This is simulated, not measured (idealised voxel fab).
The following is a process module called voxel self aligned contacts.
For reference, the cross-section in this document is cut, with width 270 nm and square cells of 5 nm.
Throughout this document, each cross-section is represented as a grid of square cells and is presented as a sequence of bands enumerated from the top downward, where a band comprises one or more rows of cells. Heads up on the band format: heights come first, top then bottom, in nm. After that it's the materials left to right, each with its width in nm. A single material flagged "throughout" fills the whole band edge to edge, and "empty" means there's empty space there. Height datum 0, below which the as-received substrate wafer is one material. Lowest band open at the bottom, running downward: "top 0, no bottom". With a width like "30->40", each row of cells in the band differs from the next by the same amount, the top row carrying the first number and the bottom row the second. "everything unchanged" for a step: no cell of the cross-section changed in that step. Under "Unvented voids" you'll find the enclosed gaps, the ones with no way out to the top, that are 8 cells or bigger; each reads width x height at distance, with distance counted from the left edge, everything in nm. Step line, after settings: the simulator's comment on this step. overlay nm: right-of-plan distance of the mask on a masked step; negative values mean left-of-plan.

[Planned step list for the process]
1) op RECEIVE | material Si
2) op OXIDIZE | depth nm 5
3) op DIRECTIONAL_DEP | material polySi | thk nm 30
4) op DIRECTIONAL_DEP | material SiN | thk nm 20
5) op DIRECTIONAL_DEP | material aC | thk nm 10
6) op PATTERN | tone cover | mask id GATE | material resist | width nm 35 | pitch nm 70 | thk nm 25 | overlay nm 0
7) op DIRECTIONAL_ETCH | etch materials aC | depth nm 10
8) op STRIP | etch materials resist
9) op DIRECTIONAL_ETCH | etch materials SiN | depth nm 20
10) op DIRECTIONAL_ETCH | etch materials polySi | depth nm 30
11) op STRIP | etch materials aC
12) op CONFORMAL_DEP | material SiN | thk nm 10
13) op DIRECTIONAL_ETCH | etch materials SiN | depth nm 10
14) op FILL_DEP | material SiO2 | thk nm 15
15) op CMP | height nm 60
16) op PATTERN | tone open | mask id CONTACT | material resist | width nm 45 | pitch nm 70 | thk nm 15 | overlay nm 0
17) op DIRECTIONAL_ETCH | etch materials SiO2 | depth nm 65
18) op STRIP | etch materials resist
19) op CONFORMAL_DEP | material TiN | thk nm 5
20) op FILL_DEP | material Ru | thk nm 5
21) op CMP | height nm 60
22) op CONFORMAL_DEP | material SiN | thk nm 5

[Wafer as received: cross-section following step 1]
  top 0, no bottom  Si throughout
  Unvented voids: none

[Wafer cross-section at module end: first of two, run to plan]
  top 65, bottom 60  SiN throughout
  top 60, bottom 50  75 of SiO2 / 5->20 of TiN / 35->5 of Ru / 5->20 of TiN / 25 of SiO2 / 5->20 of TiN / 35->5 of Ru / 5->20 of TiN / 80 of SiO2
  top 50, bottom 30  35 of SiO2 / 55 of SiN / 5 of TiN / 5 of Ru / 5 of TiN / 55 of SiN / 5 of TiN / 5 of Ru / 5 of TiN / 55 of SiN / 40 of SiO2
  top 30, bottom 0  35 of SiO2 / 10 of SiN / 35 of polySi / 10 of SiN / 5 of TiN / 5 of Ru / 5 of TiN / 10 of SiN / 35 of polySi / 10 of SiN / 5 of TiN / 5 of Ru / 5 of TiN / 10 of SiN / 35 of polySi / 10 of SiN / 40 of SiO2
  top 0, bottom -5  90 of SiO2 / 15 of TiN / 55 of SiO2 / 15 of TiN / 95 of SiO2
  top -5, no bottom  Si throughout
  Unvented voids: none

[Second wafer cross-section at end of module - shared start and plan with the first, one mistake in the run]
  top 65, bottom 60  SiN throughout
  top 60, bottom 50  65 of SiO2 / 5->30 of TiN / 35->5 of Ru / 5->10 of TiN / 25 of SiO2 / 5->30 of TiN / 35->5 of Ru / 5->10 of TiN / 90 of SiO2
  top 50, bottom 30  35 of SiO2 / 55 of SiN / 5 of TiN / 5 of Ru / 5 of TiN / 55 of SiN / 5 of TiN / 5 of Ru / 5 of TiN / 55 of SiN / 40 of SiO2
  top 30, bottom 0  35 of SiO2 / 10 of SiN / 35 of polySi / 10 of SiN / 5 of TiN / 5 of Ru / 5 of TiN / 10 of SiN / 35 of polySi / 10 of SiN / 5 of TiN / 5 of Ru / 5 of TiN / 10 of SiN / 35 of polySi / 10 of SiN / 40 of SiO2
  top 0, bottom -5  90 of SiO2 / 15 of TiN / 55 of SiO2 / 15 of TiN / 95 of SiO2
  top -5, no bottom  Si throughout
  Unvented voids: none
What was the processing mistake? step 16 was not run as planned; what actually ran was op PATTERN | tone open | mask id CONTACT | material resist | width nm 45 | pitch nm 70 | thk nm 15 | overlay nm -10
at the end the second wafer has, in cells: as many of each material as the first, in other places
